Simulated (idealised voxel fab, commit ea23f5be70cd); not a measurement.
voxel transistor to metal: a process module
It is cross-section cut that appears here, measuring 205 nm in width, its square cells being 5 nm in size.
In this document a cross-section is written as a grid of square cells. It is given as a series of bands, listed from the top down, and a band is one or more rows of cells.
It is stipulated that each band's entry specify, in nanometres, the height of the top of the band and then that of its bottom, followed by the materials of the band in left-to-right sequence, each together with its width in nanometres. A single material marked by the word "all across" is understood to fill the band from edge to edge; the word "blank" is understood to denote empty space.
Height datum 0, below which the as-received substrate wafer is one material. Lowest band open at the bottom, running downward: "from 0 down".
The two numbers in a width such as "30..40" mark its ends across the band: the first belongs to the top row of cells, the second to the bottom row, and from each row to the next the width moves by the same amount.
Any step labelled "no change" changed none of the cells in the cross-section.
Under "Closed void table" you'll find the enclosed gaps, the ones with no way out to the top, that are 8 cells or bigger; each reads width x height at distance, with distance counted from the left edge, everything in nm.
Text after the settings on a step's line: the simulator's own remark on that step.
overlay nm: where the mask lay relative to plan, measured to the right, on steps with a mask; negatives go left.

# This section lists the process steps that were planned
| 1 | RECEIVE: material Si |
| 2 | OXIDIZE: depth nm 5 |
| 3 | CONFORMAL_DEP: material SiN, thk nm 10 |
| 4 | MASKED_ETCH: tone cover, mask id ACTIVE, width nm 95, etch materials SiN, depth nm 10, overlay nm 0 |
| 5 | MASKED_ETCH: tone cover, mask id ACTIVE, width nm 95, etch materials SiO2, depth nm 5, overlay nm 0 |
| 6 | MASKED_ETCH: tone cover, mask id ACTIVE, width nm 95, etch materials Si, depth nm 30, overlay nm 0 |
| 7 | OXIDIZE: depth nm 5 |
| 8 | FILL_DEP: material SiO2, thk nm 5 |
| 9 | CMP: height nm 10 |
| 10 | SELECTIVE_ETCH: etch materials SiO2, depth nm 5 |
| 11 | STRIP: etch materials SiN |
| 12 | SELECTIVE_ETCH: etch materials SiO2, depth nm 5 |
| 13 | OXIDIZE: depth nm 5 |
| 14 | DIRECTIONAL_DEP: material polySi, thk nm 20 |
| 15 | DIRECTIONAL_DEP: material SiCN, thk nm 10 |
| 16 | MASKED_ETCH: tone cover, mask id GATE, width nm 25, etch materials SiCN, depth nm 20, overlay nm 0 |
| 17 | MASKED_ETCH: tone cover, mask id GATE, width nm 25, etch materials polySi, depth nm 30, overlay nm 0 |
| 18 | CONFORMAL_DEP: material SiO2, thk nm 5 |
| 19 | DIRECTIONAL_ETCH: etch materials SiO2, depth nm 5 |
| 20 | CONFORMAL_DEP: material SiN, thk nm 5 |
| 21 | DIRECTIONAL_ETCH: etch materials SiN, depth nm 5 |
| 22 | DIRECTIONAL_ETCH: etch materials SiO2, depth nm 5 |
| 23 | EPI: material pSi, thk nm 5 |
| 24 | FILL_DEP: material SiO2, thk nm 10 |
| 25 | CMP: height nm 25 |
| 26 | DIRECTIONAL_DEP: material SiO2, thk nm 10 |
| 27 | DIRECTIONAL_DEP: material aC, thk nm 15 |
| 28 | PATTERN: tone open, mask id CONTACT, material resist, width nm 15, pitch nm 70, thk nm 35, overlay nm 0 |
| 29 | DIRECTIONAL_ETCH: etch materials aC, depth nm 15 |
| 30 | STRIP: etch materials resist |
| 31 | DIRECTIONAL_ETCH: etch materials SiO2, depth nm 40 |
| 32 | STRIP: etch materials aC |
| 33 | CONFORMAL_DEP: material TiN, thk nm 5 |
| 34 | FILL_DEP: material W, thk nm 10 |
| 35 | CMP: height nm 35 |
| 36 | CONFORMAL_DEP: material SiCN, thk nm 5 |
| 37 | DIRECTIONAL_DEP: material lowk, thk nm 20 |
| 38 | MASKED_ETCH: tone open, mask id METAL_1, width nm 15, pitch nm 70, etch materials lowk, depth nm 20, overlay nm 0 |
| 39 | MASKED_ETCH: tone open, mask id METAL_1, width nm 15, pitch nm 70, etch materials SiCN, depth nm 5, overlay nm 0 |
| 40 | CONFORMAL_DEP: material TiN, thk nm 5 |
| 41 | FILL_DEP: material Cu, thk nm 10 |
| 42 | CMP: height nm 60 |
| 43 | CONFORMAL_DEP: material SiN, thk nm 5 |

# Received-state cross-section, reflecting completion of step 1
- from 0 down | Si all across
- Closed void table: none

# Cross-section taken at module completion on the first of two wafers; processed per the plan
- from 65 to 60 | SiN all across
- from 60 to 40 | 60 nm lowk  5 nm TiN  5 nm Cu  5 nm TiN  55 nm lowk  5 nm TiN  5 nm Cu  5 nm TiN  60 nm lowk
- from 40 to 35 | 60 nm SiCN  15 nm TiN  55 nm SiCN  15 nm TiN  60 nm SiCN
- from 35 to 25 | 60 nm SiO2  5 nm TiN  5 nm W  5 nm TiN  55 nm SiO2  5 nm TiN  5 nm W  5 nm TiN  60 nm SiO2
- from 25 to 15 | 60 nm SiO2  5 nm TiN  5 nm W  5 nm TiN  5 nm SiO2  5 nm SiN  5 nm SiO2  25 nm SiCN  5 nm SiO2  5 nm SiN  5 nm SiO2  5 nm TiN  5 nm W  5 nm TiN  60 nm SiO2
- from 15 to 0 | 60 nm SiO2  5 nm TiN  5 nm W  5 nm TiN  5 nm SiO2  5 nm SiN  5 nm SiO2  25 nm polySi  5 nm SiO2  5 nm SiN  5 nm SiO2  5 nm TiN  5 nm W  5 nm TiN  60 nm SiO2
- from 0 to -5 | 55 nm SiO2  5 nm SiN  15 nm TiN  5 nm SiO2  5 nm SiN  5 nm SiO2  25 nm polySi  5 nm SiO2  5 nm SiN  5 nm SiO2  15 nm TiN  5 nm SiN  55 nm SiO2
- from -5 to -10 | 60 nm SiO2  20 nm pSi  45 nm SiO2  20 nm pSi  60 nm SiO2
- from -10 to -40 | 60 nm SiO2  85 nm Si  60 nm SiO2
- from -40 down | Si all across
- Closed void table: none

# Module end: cross-section of wafer two of two. Same start and process plan as the first wafer. One mistake during execution
- from 65 to 60 | SiN all across
- from 60 to 40 | 60 nm lowk  5 nm TiN  5 nm Cu  5 nm TiN  55 nm lowk  5 nm TiN  5 nm Cu  5 nm TiN  60 nm lowk
- from 40 to 35 | 60 nm SiCN  15 nm TiN  55 nm SiCN  15 nm TiN  60 nm SiCN
- from 35 to 25 | 60 nm SiO2  5 nm TiN  5 nm W  5 nm TiN  55 nm SiO2  5 nm TiN  5 nm W  5 nm TiN  60 nm SiO2
- from 25 to 15 | 60 nm SiO2  5 nm TiN  5 nm W  5 nm TiN  15 nm SiO2  25 nm SiCN  15 nm SiO2  5 nm TiN  5 nm W  5 nm TiN  60 nm SiO2
- from 15 to 0 | 60 nm SiO2  5 nm TiN  5 nm W  5 nm TiN  15 nm SiO2  25 nm polySi  15 nm SiO2  5 nm TiN  5 nm W  5 nm TiN  60 nm SiO2
- from 0 to -5 | 60 nm SiO2  15 nm TiN  15 nm SiO2  25 nm polySi  15 nm SiO2  15 nm TiN  60 nm SiO2
- from -5 to -10 | 55 nm SiO2  30 nm pSi  35 nm SiO2  30 nm pSi  55 nm SiO2
- from -10 to -40 | 60 nm SiO2  85 nm Si  60 nm SiO2
- from -40 down | Si all across
- Closed void table: none
In executing the process, a mistake was made relative to the plan: step 20 of the plan was bypassed and not carried out
End of process, cell counts, second wafer against first, materials with more or fewer: SiN -14, SiO2 +10, pSi +4
